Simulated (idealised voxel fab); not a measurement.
Documented hereafter: the process module known as voxel wiring stack.
190 nm wide, 5 nm square cells: that's cross-section cut.
For the purposes of this document, a cross-section shall be understood as a grid of square cells, specified as bands listed in top-to-bottom order, each band consisting of one or more rows of cells.
Basically the band line says how high the top is and how high the bottom is, in nm, and then what's in it from left to right, every material with its width in nm. Empty space shows up as "blank", and if a single material carries "everywhere" it runs the full band edge to edge.
Heads up on the height convention: 0 is the point under which the incoming wafer is all one material, and the lowest band has no bottom, it just keeps going down, like "from 0 down".
Quick explanation for "30..40": the width changes in equal steps down the rows of cells, from the first number in the band's top row to the second number in its bottom row.
Key: "no change occurred" - step with no changed cell in the cross-section.
Closed-off voids of 8+ cells (no open route to the top) go in "Closed empty spaces", written width x height at distance from the left edge, in nm.
Anything after a step's settings on that line? It's the simulator's own note about the step.
"overlay nm" on a masked step: distance the mask lay right of its planned place, negative for left.
-- So here's the lineup of process steps we planned
1: op RECEIVE | material Si
2: op CONFORMAL_DEP | material SiO2 | thk nm 15
3: op CONFORMAL_DEP | material SiN | thk nm 5
4: op DIRECTIONAL_DEP | material SiO2 | thk nm 20
5: op PATTERN | tone open | mask id METAL_1 | material resist | width nm 25 | pitch nm 40 | thk nm 20 | overlay nm 0
6: op DIRECTIONAL_ETCH | etch materials SiO2 | depth nm 20
7: op DIRECTIONAL_ETCH | etch materials SiN | depth nm 5
8: op STRIP | etch materials resist
9: op CONFORMAL_DEP | material TiN | thk nm 5
10: op FILL_DEP | material W | thk nm 5
11: op CMP | height nm 40
12: op EPI | material Ru | thk nm 5
13: op FILL_DEP | material SiCN | thk nm 5
14: op DIRECTIONAL_DEP | material SiO2 | thk nm 30
15: op DIRECTIONAL_DEP | material aC | thk nm 10
16: op PATTERN | tone open | mask id METAL_2 | material resist | width nm 25 | pitch nm 40 | thk nm 30 | overlay nm 0
17: op DIRECTIONAL_ETCH | etch materials aC | depth nm 10
18: op STRIP | etch materials resist
19: op DIRECTIONAL_ETCH | etch materials SiO2 | depth nm 15
20: op STRIP | etch materials aC
21: op PATTERN | tone open | mask id METAL_2_HOLES | material resist | width nm 15 | thk nm 15 | overlay nm 0
22: op DIRECTIONAL_ETCH | etch materials SiO2 | depth nm 15
23: op DIRECTIONAL_ETCH | etch materials SiCN | depth nm 5
24: op STRIP | etch materials resist
25: op CONFORMAL_DEP | material TiN | thk nm 5
26: op FILL_DEP | material Ru | thk nm 10
27: op CMP | height nm 80
28: op CONFORMAL_DEP | material SiCN | thk nm 5
29: op DIRECTIONAL_DEP | material SiO2 | thk nm 15
30: op DIRECTIONAL_DEP | material aC | thk nm 15
31: op PATTERN | tone open | mask id PLUG_2 | material resist | width nm 15 | thk nm 35 | overlay nm 0
32: op DIRECTIONAL_ETCH | etch materials aC | depth nm 15
33: op STRIP | etch materials resist
34: op DIRECTIONAL_ETCH | etch materials SiO2 | depth nm 15
35: op DIRECTIONAL_ETCH | etch materials SiCN | depth nm 5
36: op STRIP | etch materials aC
37: op CONFORMAL_DEP | material TiN | thk nm 5
38: op FILL_DEP | material Ru | thk nm 5
39: op CMP | height nm 100
40: op DIRECTIONAL_DEP | material TiN | thk nm 5
41: op DIRECTIONAL_DEP | material W | thk nm 20
42: op PATTERN | tone cover | mask id METAL_3 | material resist | width nm 25 | pitch nm 40 | thk nm 20 | overlay nm 0
43: op DIRECTIONAL_ETCH | etch materials W | depth nm 20
44: op DIRECTIONAL_ETCH | etch materials TiN | depth nm 5
45: op STRIP | etch materials resist
46: op CONFORMAL_DEP | material SiN | thk nm 5
47: op FILL_DEP | material SiO2 | thk nm 5
48: op CMP | height nm 125
49: op CONFORMAL_DEP | material SiCN | thk nm 5
-- First wafer out of two, processed as planned
-- Incoming wafer, cross-sectional view, post step 1
> from 0 down: Si everywhere
> Closed empty spaces: none
-- After step 2: wafer cross-section
> from 15 to 0: SiO2 everywhere
> At heights below 0, the structure remains unaltered.
-- After step 3: wafer cross-section
> from 20 to 15: SiN everywhere
> At heights below 15, the structure remains unaltered.
-- After step 4: wafer cross-section
> from 40 to 20: SiO2 everywhere
> At heights below 20, the structure remains unaltered.
-- After step 5: wafer cross-section
> from 60 to 40: 60 resist, 25 blank, 15 resist, 25 blank, 65 resist
> At heights below 40, the structure remains unaltered.
-- After step 6: wafer cross-section
> from 60 to 40: 60 resist, 25 blank, 15 resist, 25 blank, 65 resist
> from 40 to 20: 60 SiO2, 25 blank, 15 SiO2, 25 blank, 65 SiO2
> At heights below 20, the structure remains unaltered.
-- After step 7: wafer cross-section
> from 60 to 40: 60 resist, 25 blank, 15 resist, 25 blank, 65 resist
> from 40 to 20: 60 SiO2, 25 blank, 15 SiO2, 25 blank, 65 SiO2
> from 20 to 15: 60 SiN, 25 blank, 15 SiN, 25 blank, 65 SiN
> At heights below 15, the structure remains unaltered.
-- After step 8: wafer cross-section
> from 40 to 20: 60 SiO2, 25 blank, 15 SiO2, 25 blank, 65 SiO2
> At heights below 20, the structure remains unaltered.
-- After step 9: wafer cross-section
> from 45 to 40: 65 TiN, 15 blank, 25 TiN, 15 blank, 70 TiN
> from 40 to 20: 60 SiO2, 5 TiN, 15 blank, 5 TiN, 15 SiO2, 5 TiN, 15 blank, 5 TiN, 65 SiO2
> from 20 to 15: 60 SiN, 25 TiN, 15 SiN, 25 TiN, 65 SiN
> At heights below 15, the structure remains unaltered.
-- After step 10: wafer cross-section
> from 50 to 45: W everywhere
> from 45 to 40: 65 TiN, 15 W, 25 TiN, 15 W, 70 TiN
> from 40 to 20: 60 SiO2, 5 TiN, 15 W, 5 TiN, 15 SiO2, 5 TiN, 15 W, 5 TiN, 65 SiO2
> At heights below 20, the structure remains unaltered.
-- After step 11: wafer cross-section
> from 40 to 20: 60 SiO2, 5 TiN, 15 W, 5 TiN, 15 SiO2, 5 TiN, 15 W, 5 TiN, 65 SiO2
> At heights below 20, the structure remains unaltered.
-- After step 12: wafer cross-section
> from 45 to 40: 55 blank, 35 Ru, 5 blank, 35 Ru, 60 blank
> At heights below 40, the structure remains unaltered.
-- After step 13: wafer cross-section
> from 50 to 45: SiCN everywhere
> from 45 to 40: 55 SiCN, 35 Ru, 5 SiCN, 35 Ru, 60 SiCN
> At heights below 40, the structure remains unaltered.
-- After step 14: wafer cross-section
> from 80 to 50: SiO2 everywhere
> At heights below 50, the structure remains unaltered.
-- After step 15: wafer cross-section
> from 90 to 80: aC everywhere
> At heights below 80, the structure remains unaltered.
-- After step 16: wafer cross-section
> from 120 to 90: 60 resist, 25 blank, 15 resist, 25 blank, 65 resist
> At heights below 90, the structure remains unaltered.
-- After step 17: wafer cross-section
> from 110 to 90: 60 resist, 25 blank, 15 resist, 25 blank, 65 resist
> from 90 to 80: 60 aC, 25 blank, 15 aC, 25 blank, 65 aC
> At heights below 80, the structure remains unaltered.
-- After step 18: wafer cross-section
> from 90 to 80: 60 aC, 25 blank, 15 aC, 25 blank, 65 aC
> At heights below 80, the structure remains unaltered.
-- After step 19: wafer cross-section
> from 90 to 80: 60 aC, 25 blank, 15 aC, 25 blank, 65 aC
> from 80 to 65: 60 SiO2, 25 blank, 15 SiO2, 25 blank, 65 SiO2
> At heights below 65, the structure remains unaltered.
-- After step 20: wafer cross-section
> from 80 to 65: 60 SiO2, 25 blank, 15 SiO2, 25 blank, 65 SiO2
> At heights below 65, the structure remains unaltered.
-- After step 21: wafer cross-section
> from 95 to 80: 60 resist, 15 blank, 115 resist
> from 80 to 65: 60 SiO2, 15 blank, 10 resist, 15 SiO2, 25 resist, 65 SiO2
> At heights below 65, the structure remains unaltered.
-- After step 22: wafer cross-section
> from 95 to 80: 60 resist, 15 blank, 115 resist
> from 80 to 65: 60 SiO2, 15 blank, 10 resist, 15 SiO2, 25 resist, 65 SiO2
> from 65 to 50: 60 SiO2, 15 blank, 115 SiO2
> At heights below 50, the structure remains unaltered.
-- After step 23: wafer cross-section
> from 95 to 80: 60 resist, 15 blank, 115 resist
> from 80 to 65: 60 SiO2, 15 blank, 10 resist, 15 SiO2, 25 resist, 65 SiO2
> from 65 to 50: 60 SiO2, 15 blank, 115 SiO2
> from 50 to 45: 60 SiCN, 15 blank, 115 SiCN
> At heights below 45, the structure remains unaltered.
-- After step 24: wafer cross-section
> from 80 to 65: 60 SiO2, 25 blank, 15 SiO2, 25 blank, 65 SiO2
> At heights below 65, the structure remains unaltered.
-- After step 25: wafer cross-section
> from 85 to 80: 65 TiN, 15 blank, 25 TiN, 15 blank, 70 TiN
> from 80 to 70: 60 SiO2, 5 TiN, 15 blank, 5 TiN, 15 SiO2, 5 TiN, 15 blank, 5 TiN, 65 SiO2
> from 70 to 65: 60 SiO2, 5 TiN, 5 blank, 15 TiN, 15 SiO2, 25 TiN, 65 SiO2
> from 65 to 50: 60 SiO2, 5 TiN, 5 blank, 5 TiN, 115 SiO2
> from 50 to 45: 60 SiCN, 15 TiN, 115 SiCN
> At heights below 45, the structure remains unaltered.
-- After step 26: wafer cross-section
> from 95 to 85: Ru everywhere
> from 85 to 80: 65 TiN, 15 Ru, 25 TiN, 15 Ru, 70 TiN
> from 80 to 70: 60 SiO2, 5 TiN, 15 Ru, 5 TiN, 15 SiO2, 5 TiN, 15 Ru, 5 TiN, 65 SiO2
> from 70 to 65: 60 SiO2, 5 TiN, 5 Ru, 15 TiN, 15 SiO2, 25 TiN, 65 SiO2
> from 65 to 50: 60 SiO2, 5 TiN, 5 Ru, 5 TiN, 115 SiO2
> At heights below 50, the structure remains unaltered.
-- After step 27: wafer cross-section
> from 80 to 70: 60 SiO2, 5 TiN, 15 Ru, 5 TiN, 15 SiO2, 5 TiN, 15 Ru, 5 TiN, 65 SiO2
> At heights below 70, the structure remains unaltered.
-- After step 28: wafer cross-section
> from 85 to 80: SiCN everywhere
> At heights below 80, the structure remains unaltered.
-- After step 29: wafer cross-section
> from 100 to 85: SiO2 everywhere
> At heights below 85, the structure remains unaltered.
-- After step 30: wafer cross-section
> from 115 to 100: aC everywhere
> At heights below 100, the structure remains unaltered.
-- After step 31: wafer cross-section
> from 150 to 115: 60 resist, 15 blank, 115 resist
> At heights below 115, the structure remains unaltered.
-- After step 32: wafer cross-section
> from 135 to 115: 60 resist, 15 blank, 115 resist
> from 115 to 100: 60 aC, 15 blank, 115 aC
> At heights below 100, the structure remains unaltered.
-- After step 33: wafer cross-section
> from 115 to 100: 60 aC, 15 blank, 115 aC
> At heights below 100, the structure remains unaltered.
-- After step 34: wafer cross-section
> from 115 to 100: 60 aC, 15 blank, 115 aC
> from 100 to 85: 60 SiO2, 15 blank, 115 SiO2
> At heights below 85, the structure remains unaltered.
-- After step 35: wafer cross-section
> from 115 to 100: 60 aC, 15 blank, 115 aC
> from 100 to 85: 60 SiO2, 15 blank, 115 SiO2
> from 85 to 80: 60 SiCN, 15 blank, 115 SiCN
> At heights below 80, the structure remains unaltered.
-- After step 36: wafer cross-section
> from 100 to 85: 60 SiO2, 15 blank, 115 SiO2
> At heights below 85, the structure remains unaltered.
-- After step 37: wafer cross-section
> from 105 to 100: 65 TiN, 5 blank, 120 TiN
> from 100 to 85: 60 SiO2, 5 TiN, 5 blank, 5 TiN, 115 SiO2
> from 85 to 80: 60 SiCN, 15 TiN, 115 SiCN
> At heights below 80, the structure remains unaltered.
-- After step 38: wafer cross-section
> from 110 to 105: Ru everywhere
> from 105 to 100: 65 TiN, 5 Ru, 120 TiN
> from 100 to 85: 60 SiO2, 5 TiN, 5 Ru, 5 TiN, 115 SiO2
> At heights below 85, the structure remains unaltered.
-- After step 39: wafer cross-section
> from 100 to 85: 60 SiO2, 5 TiN, 5 Ru, 5 TiN, 115 SiO2
> At heights below 85, the structure remains unaltered.
-- After step 40: wafer cross-section
> from 105 to 100: TiN everywhere
> At heights below 100, the structure remains unaltered.
-- After step 41: wafer cross-section
> from 125 to 105: W everywhere
> At heights below 105, the structure remains unaltered.
-- After step 42: wafer cross-section
> from 145 to 125: 60 blank, 25 resist, 15 blank, 25 resist, 65 blank
> At heights below 125, the structure remains unaltered.
-- After step 43: wafer cross-section
> from 145 to 125: 60 blank, 25 resist, 15 blank, 25 resist, 65 blank
> from 125 to 105: 60 blank, 25 W, 15 blank, 25 W, 65 blank
> At heights below 105, the structure remains unaltered.
-- After step 44: wafer cross-section
> from 145 to 125: 60 blank, 25 resist, 15 blank, 25 resist, 65 blank
> from 125 to 105: 60 blank, 25 W, 15 blank, 25 W, 65 blank
> from 105 to 100: 60 blank, 25 TiN, 15 blank, 25 TiN, 65 blank
> At heights below 100, the structure remains unaltered.
-- After step 45: wafer cross-section
> from 125 to 105: 60 blank, 25 W, 15 blank, 25 W, 65 blank
> At heights below 105, the structure remains unaltered.
-- After step 46: wafer cross-section
> from 130 to 125: 55 blank, 35 SiN, 5 blank, 35 SiN, 60 blank
> from 125 to 105: 55 blank, 5 SiN, 25 W, 5 SiN, 5 blank, 5 SiN, 25 W, 5 SiN, 60 blank
> from 105 to 100: 60 SiN, 25 TiN, 15 SiN, 25 TiN, 65 SiN
> At heights below 100, the structure remains unaltered.
-- After step 47: wafer cross-section
> from 135 to 130: SiO2 everywhere
> from 130 to 125: 55 SiO2, 35 SiN, 5 SiO2, 35 SiN, 60 SiO2
> from 125 to 105: 55 SiO2, 5 SiN, 25 W, 5 SiN, 5 SiO2, 5 SiN, 25 W, 5 SiN, 60 SiO2
> At heights below 105, the structure remains unaltered.
-- After step 48: wafer cross-section
> from 125 to 105: 55 SiO2, 5 SiN, 25 W, 5 SiN, 5 SiO2, 5 SiN, 25 W, 5 SiN, 60 SiO2
> At heights below 105, the structure remains unaltered.
-- After step 49: wafer cross-section
> from 130 to 125: SiCN everywhere
> At heights below 125, the structure remains unaltered.
-- Second Wafer (Identical Start and Plan, One Processing Error; Matches First Wafer Through Step 28)
-- Look at the second wafer in cross-section at the time step 29 ought to have finished
> from 100 to 85: W everywhere
> At heights below 85, the structure remains unaltered.
-- Look at the second wafer in cross-section at the time step 30 ought to have finished
> from 115 to 100: aC everywhere
> At heights below 100, the structure remains unaltered.
-- Look at the second wafer in cross-section at the time step 31 ought to have finished
> from 150 to 115: 60 resist, 15 blank, 115 resist
> At heights below 115, the structure remains unaltered.
-- Look at the second wafer in cross-section at the time step 32 ought to have finished
> from 135 to 115: 60 resist, 15 blank, 115 resist
> from 115 to 100: 60 aC, 15 blank, 115 aC
> At heights below 100, the structure remains unaltered.
-- Look at the second wafer in cross-section at the time step 33 ought to have finished
> from 115 to 100: 60 aC, 15 blank, 115 aC
> At heights below 100, the structure remains unaltered.
Look at the second wafer in cross-section at the time step 34 ought to have finished: no change occurred
Look at the second wafer in cross-section at the time step 35 ought to have finished: no change occurred
-- Look at the second wafer in cross-section at the time step 36 ought to have finished
> from 100 to 85: W everywhere
> At heights below 85, the structure remains unaltered.
-- Look at the second wafer in cross-section at the time step 37 ought to have finished
> from 105 to 100: TiN everywhere
> At heights below 100, the structure remains unaltered.
-- Look at the second wafer in cross-section at the time step 38 ought to have finished
> from 110 to 105: Ru everywhere
> At heights below 105, the structure remains unaltered.
-- Look at the second wafer in cross-section at the time step 39 ought to have finished
> from 100 to 85: W everywhere
> At heights below 85, the structure remains unaltered.
-- Look at the second wafer in cross-section at the time step 40 ought to have finished
> from 105 to 100: TiN everywhere
> At heights below 100, the structure remains unaltered.
-- Look at the second wafer in cross-section at the time step 41 ought to have finished
> from 125 to 105: W everywhere
> At heights below 105, the structure remains unaltered.
-- Look at the second wafer in cross-section at the time step 42 ought to have finished
> from 145 to 125: 60 blank, 25 resist, 15 blank, 25 resist, 65 blank
> At heights below 125, the structure remains unaltered.
-- Look at the second wafer in cross-section at the time step 43 ought to have finished
> from 145 to 125: 60 blank, 25 resist, 15 blank, 25 resist, 65 blank
> from 125 to 105: 60 blank, 25 W, 15 blank, 25 W, 65 blank
> At heights below 105, the structure remains unaltered.
-- Look at the second wafer in cross-section at the time step 44 ought to have finished
> from 145 to 125: 60 blank, 25 resist, 15 blank, 25 resist, 65 blank
> from 125 to 105: 60 blank, 25 W, 15 blank, 25 W, 65 blank
> from 105 to 100: 60 blank, 25 TiN, 15 blank, 25 TiN, 65 blank
> At heights below 100, the structure remains unaltered.
-- Look at the second wafer in cross-section at the time step 45 ought to have finished
> from 125 to 105: 60 blank, 25 W, 15 blank, 25 W, 65 blank
> At heights below 105, the structure remains unaltered.
-- Look at the second wafer in cross-section at the time step 46 ought to have finished
> from 130 to 125: 55 blank, 35 SiN, 5 blank, 35 SiN, 60 blank
> from 125 to 105: 55 blank, 5 SiN, 25 W, 5 SiN, 5 blank, 5 SiN, 25 W, 5 SiN, 60 blank
> from 105 to 100: 60 SiN, 25 TiN, 15 SiN, 25 TiN, 65 SiN
> At heights below 100, the structure remains unaltered.
-- Look at the second wafer in cross-section at the time step 47 ought to have finished
> from 135 to 130: SiO2 everywhere
> from 130 to 125: 55 SiO2, 35 SiN, 5 SiO2, 35 SiN, 60 SiO2
> from 125 to 105: 55 SiO2, 5 SiN, 25 W, 5 SiN, 5 SiO2, 5 SiN, 25 W, 5 SiN, 60 SiO2
> At heights below 105, the structure remains unaltered.
-- Look at the second wafer in cross-section at the time step 48 ought to have finished
> from 125 to 105: 55 SiO2, 5 SiN, 25 W, 5 SiN, 5 SiO2, 5 SiN, 25 W, 5 SiN, 60 SiO2
> At heights below 105, the structure remains unaltered.
-- Look at the second wafer in cross-section at the time step 49 ought to have finished
> from 130 to 125: SiCN everywhere
> At heights below 125, the structure remains unaltered.
What went wrong in running the wafer? for step 29, the planned setting was not used; the step was instead run as op DIRECTIONAL_DEP | material W | thk nm 15
The second wafer ends with more or fewer cells of some materials than the first, per final count: Ru -3 | SiCN +3 | SiO2 -105 | TiN -9 | W +114
